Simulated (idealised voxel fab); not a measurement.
Process module name: voxel capacitor over wiring
Cross-section cut spans 235 nm and uses square cells 5 nm in size.
Notation: cross-section as square-cell grid; stated in bands, top first, going down; one or more cell rows per band. The entry gives the band's vertical extent as a top height and a bottom height in nm, then its horizontal make-up as materials from left to right, each with a width in nm. "empty" stands for empty space; a single material marked "all across" fills the band edge to edge. We count height from 0. Below that, the starting wafer is all one material. The lowest band never ends at the bottom but goes on down; see "0 and below" for how that is written. Quick explanation for "30 to 40": the width changes in equal steps down the rows of cells, from the first number in the band's top row to the second number in its bottom row. Any step labelled "changes: none" changed none of the cells in the cross-section. The label "Enclosed cavity list" introduces a list of the empty spaces, 8 cells or larger, that have no open way up to the top; each entry in it reads width x height at distance, where the distance is taken from the left edge and all three are stated in nm. On each step's line, the part that comes after the settings is the simulator's own comment on the step. overlay nm: for a step with a mask, the amount by which the mask lay right of where it was planned; a negative amount means left of it.
PROCESS STEPS FORESEEN IN THE PLAN
step 1: RECEIVE | material Si
step 2: CONFORMAL_DEP | material SiO2 | thk nm 10
step 3: CONFORMAL_DEP | material SiCN | thk nm 5
step 4: DIRECTIONAL_DEP | material lowk | thk nm 20
step 5: DIRECTIONAL_DEP | material aC | thk nm 15
step 6: PATTERN | tone open | mask id METAL_1 | material resist | width nm 30 | pitch nm 85 | thk nm 30 | overlay nm 0
step 7: DIRECTIONAL_ETCH | etch materials aC | depth nm 15
step 8: STRIP | etch materials resist
step 9: DIRECTIONAL_ETCH | etch materials lowk | depth nm 20
step 10: DIRECTIONAL_ETCH | etch materials SiCN | depth nm 5
step 11: STRIP | etch materials aC
step 12: CONFORMAL_DEP | material TiN | thk nm 5
step 13: FILL_DEP | material Ru | thk nm 10
step 14: CMP | height nm 35
step 15: CONFORMAL_DEP | material SiCN | thk nm 5
step 16: DIRECTIONAL_DEP | material lowk | thk nm 10
step 17: MASKED_ETCH | tone open | mask id PLUG_1 | width nm 15 | etch materials lowk | depth nm 10 | overlay nm 0
step 18: MASKED_ETCH | tone open | mask id PLUG_1 | width nm 15 | etch materials SiCN | depth nm 5 | overlay nm 0
step 19: EPI | material Ru | thk nm 10
step 20: EPI | material Ru | thk nm 5
step 21: DIRECTIONAL_DEP | material TiN | thk nm 10
step 22: DIRECTIONAL_DEP | material HfO2 | thk nm 5
step 23: DIRECTIONAL_DEP | material TiN | thk nm 5
step 24: PATTERN | tone cover | mask id UPPER_PLATE | material resist | width nm 60 | thk nm 15 | overlay nm 0
step 25: DIRECTIONAL_ETCH | etch materials TiN | depth nm 5
step 26: DIRECTIONAL_ETCH | etch materials HfO2 | depth nm 5
step 27: STRIP | etch materials resist
step 28: PATTERN | tone cover | mask id LOWER_PLATE | material resist | width nm 70 | thk nm 20 | overlay nm 0
step 29: DIRECTIONAL_ETCH | etch materials TiN | depth nm 10
step 30: STRIP | etch materials resist
step 31: FILL_DEP | material SiO2 | thk nm 20
step 32: CMP | height nm 85
step 33: DIRECTIONAL_DEP | material aC | thk nm 10
step 34: PATTERN | tone open | mask id PLUG_2 | material resist | width nm 15 | thk nm 30 | overlay nm 0
step 35: DIRECTIONAL_ETCH | etch materials aC | depth nm 10
step 36: STRIP | etch materials resist
step 37: DIRECTIONAL_ETCH | etch materials SiO2 | depth nm 15
step 38: STRIP | etch materials aC
step 39: CONFORMAL_DEP | material TiN | thk nm 5
step 40: FILL_DEP | material Cu | thk nm 5
step 41: CMP | height nm 85
step 42: CONFORMAL_DEP | material SiN | thk nm 5
CONCERNING THE FIRST OF TWO WAFERS, WHICH WAS RUN IN ACCORDANCE WITH THE PLAN
RECEIVED-STATE CROSS-SECTION, REFLECTING COMPLETION OF STEP 1
* 0 and below: Si all across
* Enclosed cavity list: none
THE WAFER IN CROSS-SECTION ONCE STEP 2 IS COMPLETE
* 10 down to 0: SiO2 all across
* Heights below 0 show no change.
THE WAFER IN CROSS-SECTION ONCE STEP 3 IS COMPLETE
* 15 down to 10: SiCN all across
* Heights below 10 show no change.
THE WAFER IN CROSS-SECTION ONCE STEP 4 IS COMPLETE
* 35 down to 15: lowk all across
* Heights below 15 show no change.
THE WAFER IN CROSS-SECTION ONCE STEP 5 IS COMPLETE
* 50 down to 35: aC all across
* Heights below 35 show no change.
THE WAFER IN CROSS-SECTION ONCE STEP 6 IS COMPLETE
* 80 down to 50: resist (60)  empty (30)  resist (55)  empty (30)  resist (60)
* Heights below 50 show no change.
THE WAFER IN CROSS-SECTION ONCE STEP 7 IS COMPLETE
* 65 down to 50: resist (60)  empty (30)  resist (55)  empty (30)  resist (60)
* 50 down to 35: aC (60)  empty (30)  aC (55)  empty (30)  aC (60)
* Heights below 35 show no change.
THE WAFER IN CROSS-SECTION ONCE STEP 8 IS COMPLETE
* 50 down to 35: aC (60)  empty (30)  aC (55)  empty (30)  aC (60)
* Heights below 35 show no change.
THE WAFER IN CROSS-SECTION ONCE STEP 9 IS COMPLETE
* 50 down to 35: aC (60)  empty (30)  aC (55)  empty (30)  aC (60)
* 35 down to 15: lowk (60)  empty (30)  lowk (55)  empty (30)  lowk (60)
* Heights below 15 show no change.
THE WAFER IN CROSS-SECTION ONCE STEP 10 IS COMPLETE
* 50 down to 35: aC (60)  empty (30)  aC (55)  empty (30)  aC (60)
* 35 down to 15: lowk (60)  empty (30)  lowk (55)  empty (30)  lowk (60)
* 15 down to 10: SiCN (60)  empty (30)  SiCN (55)  empty (30)  SiCN (60)
* Heights below 10 show no change.
THE WAFER IN CROSS-SECTION ONCE STEP 11 IS COMPLETE
* 35 down to 15: lowk (60)  empty (30)  lowk (55)  empty (30)  lowk (60)
* Heights below 15 show no change.
THE WAFER IN CROSS-SECTION ONCE STEP 12 IS COMPLETE
* 40 down to 35: TiN (65)  empty (20)  TiN (65)  empty (20)  TiN (65)
* 35 down to 15: lowk (60)  TiN (5)  empty (20)  TiN (5)  lowk (55)  TiN (5)  empty (20)  TiN (5)  lowk (60)
* 15 down to 10: SiCN (60)  TiN (30)  SiCN (55)  TiN (30)  SiCN (60)
* Heights below 10 show no change.
THE WAFER IN CROSS-SECTION ONCE STEP 13 IS COMPLETE
* 50 down to 40: Ru all across
* 40 down to 35: TiN (65)  Ru (20)  TiN (65)  Ru (20)  TiN (65)
* 35 down to 15: lowk (60)  TiN (5)  Ru (20)  TiN (5)  lowk (55)  TiN (5)  Ru (20)  TiN (5)  lowk (60)
* Heights below 15 show no change.
THE WAFER IN CROSS-SECTION ONCE STEP 14 IS COMPLETE
* 35 down to 15: lowk (60)  TiN (5)  Ru (20)  TiN (5)  lowk (55)  TiN (5)  Ru (20)  TiN (5)  lowk (60)
* Heights below 15 show no change.
THE WAFER IN CROSS-SECTION ONCE STEP 15 IS COMPLETE
* 40 down to 35: SiCN all across
* Heights below 35 show no change.
THE WAFER IN CROSS-SECTION ONCE STEP 16 IS COMPLETE
* 50 down to 40: lowk all across
* Heights below 40 show no change.
THE WAFER IN CROSS-SECTION ONCE STEP 17 IS COMPLETE
* 50 down to 40: lowk (75)  empty (15)  lowk (145)
* Heights below 40 show no change.
THE WAFER IN CROSS-SECTION ONCE STEP 18 IS COMPLETE
* 50 down to 40: lowk (75)  empty (15)  lowk (145)
* 40 down to 35: SiCN (75)  empty (15)  SiCN (145)
* Heights below 35 show no change.
THE WAFER IN CROSS-SECTION ONCE STEP 19 IS COMPLETE
* 50 down to 45: lowk (75)  empty (15)  lowk (145)
* 45 down to 40: lowk (75)  Ru (15)  lowk (145)
* 40 down to 35: SiCN (75)  Ru (15)  SiCN (145)
* Heights below 35 show no change.
THE WAFER IN CROSS-SECTION ONCE STEP 20 IS COMPLETE
* 50 down to 40: lowk (75)  Ru (15)  lowk (145)
* Heights below 40 show no change.
THE WAFER IN CROSS-SECTION ONCE STEP 21 IS COMPLETE
* 60 down to 50: TiN all across
* Heights below 50 show no change.
THE WAFER IN CROSS-SECTION ONCE STEP 22 IS COMPLETE
* 65 down to 60: HfO2 all across
* Heights below 60 show no change.
THE WAFER IN CROSS-SECTION ONCE STEP 23 IS COMPLETE
* 70 down to 65: TiN all across
* Heights below 65 show no change.
THE WAFER IN CROSS-SECTION ONCE STEP 24 IS COMPLETE
* 85 down to 70: empty (75)  resist (60)  empty (100)
* Heights below 70 show no change.
THE WAFER IN CROSS-SECTION ONCE STEP 25 IS COMPLETE
* 85 down to 70: empty (75)  resist (60)  empty (100)
* 70 down to 65: empty (75)  TiN (60)  empty (100)
* Heights below 65 show no change.
THE WAFER IN CROSS-SECTION ONCE STEP 26 IS COMPLETE
* 85 down to 70: empty (75)  resist (60)  empty (100)
* 70 down to 65: empty (75)  TiN (60)  empty (100)
* 65 down to 60: empty (75)  HfO2 (60)  empty (100)
* Heights below 60 show no change.
THE WAFER IN CROSS-SECTION ONCE STEP 27 IS COMPLETE
* 70 down to 65: empty (75)  TiN (60)  empty (100)
* Heights below 65 show no change.
THE WAFER IN CROSS-SECTION ONCE STEP 28 IS COMPLETE
* 90 down to 70: empty (70)  resist (70)  empty (95)
* 70 down to 65: empty (70)  resist (5)  TiN (60)  resist (5)  empty (95)
* 65 down to 60: empty (70)  resist (5)  HfO2 (60)  resist (5)  empty (95)
* Heights below 60 show no change.
THE WAFER IN CROSS-SECTION ONCE STEP 29 IS COMPLETE
* 90 down to 70: empty (70)  resist (70)  empty (95)
* 70 down to 65: empty (70)  resist (5)  TiN (60)  resist (5)  empty (95)
* 65 down to 60: empty (70)  resist (5)  HfO2 (60)  resist (5)  empty (95)
* 60 down to 50: empty (70)  TiN (70)  empty (95)
* Heights below 50 show no change.
THE WAFER IN CROSS-SECTION ONCE STEP 30 IS COMPLETE
* 70 down to 65: empty (75)  TiN (60)  empty (100)
* 65 down to 60: empty (75)  HfO2 (60)  empty (100)
* Heights below 60 show no change.
THE WAFER IN CROSS-SECTION ONCE STEP 31 IS COMPLETE
* 90 down to 70: SiO2 all across
* 70 down to 65: SiO2 (75)  TiN (60)  SiO2 (100)
* 65 down to 60: SiO2 (75)  HfO2 (60)  SiO2 (100)
* 60 down to 50: SiO2 (70)  TiN (70)  SiO2 (95)
* Heights below 50 show no change.
THE WAFER IN CROSS-SECTION ONCE STEP 32 IS COMPLETE
* 85 down to 70: SiO2 all across
* Heights below 70 show no change.
THE WAFER IN CROSS-SECTION ONCE STEP 33 IS COMPLETE
* 95 down to 85: aC all across
* Heights below 85 show no change.
THE WAFER IN CROSS-SECTION ONCE STEP 34 IS COMPLETE
* 125 down to 95: resist (85)  empty (15)  resist (135)
* Heights below 95 show no change.
THE WAFER IN CROSS-SECTION ONCE STEP 35 IS COMPLETE
* 115 down to 95: resist (85)  empty (15)  resist (135)
* 95 down to 85: aC (85)  empty (15)  aC (135)
* Heights below 85 show no change.
THE WAFER IN CROSS-SECTION ONCE STEP 36 IS COMPLETE
* 95 down to 85: aC (85)  empty (15)  aC (135)
* Heights below 85 show no change.
THE WAFER IN CROSS-SECTION ONCE STEP 37 IS COMPLETE
* 95 down to 85: aC (85)  empty (15)  aC (135)
* 85 down to 70: SiO2 (85)  empty (15)  SiO2 (135)
* Heights below 70 show no change.
THE WAFER IN CROSS-SECTION ONCE STEP 38 IS COMPLETE
* 85 down to 70: SiO2 (85)  empty (15)  SiO2 (135)
* Heights below 70 show no change.
THE WAFER IN CROSS-SECTION ONCE STEP 39 IS COMPLETE
* 90 down to 85: TiN (90)  empty (5)  TiN (140)
* 85 down to 75: SiO2 (85)  TiN (5)  empty (5)  TiN (5)  SiO2 (135)
* 75 down to 65: SiO2 (85 to 75)  TiN (15 to 60)  SiO2 (135 to 100)
* Heights below 65 show no change.
THE WAFER IN CROSS-SECTION ONCE STEP 40 IS COMPLETE
* 95 down to 90: Cu all across
* 90 down to 85: TiN (90)  Cu (5)  TiN (140)
* 85 down to 75: SiO2 (85)  TiN (5)  Cu (5)  TiN (5)  SiO2 (135)
* Heights below 75 show no change.
THE WAFER IN CROSS-SECTION ONCE STEP 41 IS COMPLETE
* 85 down to 75: SiO2 (85)  TiN (5)  Cu (5)  TiN (5)  SiO2 (135)
* Heights below 75 show no change.
THE WAFER IN CROSS-SECTION ONCE STEP 42 IS COMPLETE
* 90 down to 85: SiN all across
* Heights below 85 show no change.
SECOND WAFER. START AND PLAN AS FOR THE FIRST. ONE MISTAKE MADE IN RUNNING. AGREES WITH THE FIRST UP TO AND INCLUDING STEP 33
SECOND WAFER: CROSS-SECTION AT THE SCHEDULED END OF STEP 34
* 125 down to 95: resist (80)  empty (25)  resist (130)
* Heights below 95 show no change.
SECOND WAFER: CROSS-SECTION AT THE SCHEDULED END OF STEP 35
* 115 down to 95: resist (80)  empty (25)  resist (130)
* 95 down to 85: aC (80)  empty (25)  aC (130)
* Heights below 85 show no change.
SECOND WAFER: CROSS-SECTION AT THE SCHEDULED END OF STEP 36
* 95 down to 85: aC (80)  empty (25)  aC (130)
* Heights below 85 show no change.
SECOND WAFER: CROSS-SECTION AT THE SCHEDULED END OF STEP 37
* 95 down to 85: aC (80)  empty (25)  aC (130)
* 85 down to 70: SiO2 (80)  empty (25)  SiO2 (130)
* Heights below 70 show no change.
SECOND WAFER: CROSS-SECTION AT THE SCHEDULED END OF STEP 38
* 85 down to 70: SiO2 (80)  empty (25)  SiO2 (130)
* Heights below 70 show no change.
SECOND WAFER: CROSS-SECTION AT THE SCHEDULED END OF STEP 39
* 90 down to 85: TiN (85)  empty (15)  TiN (135)
* 85 down to 75: SiO2 (80)  TiN (5)  empty (15)  TiN (5)  SiO2 (130)
* 75 down to 65: SiO2 (80 to 75)  TiN (25 to 60)  SiO2 (130 to 100)
* Heights below 65 show no change.
SECOND WAFER: CROSS-SECTION AT THE SCHEDULED END OF STEP 40
* 95 down to 90: Cu all across
* 90 down to 85: TiN (85)  Cu (15)  TiN (135)
* 85 down to 75: SiO2 (80)  TiN (5)  Cu (15)  TiN (5)  SiO2 (130)
* Heights below 75 show no change.
SECOND WAFER: CROSS-SECTION AT THE SCHEDULED END OF STEP 41
* 85 down to 75: SiO2 (80)  TiN (5)  Cu (15)  TiN (5)  SiO2 (130)
* Heights below 75 show no change.
SECOND WAFER: CROSS-SECTION AT THE SCHEDULED END OF STEP 42
* 90 down to 85: SiN all across
* Heights below 85 show no change.
What broke from the plan during processing? step 34 changed vs plan, executed as PATTERN | tone open | mask id PLUG_2 | material resist | width nm 25 | thk nm 30 | overlay nm 0
Cell-count delta at end, second wafer over first, by material: +4 Cu | -6 SiO2 | +2 TiN
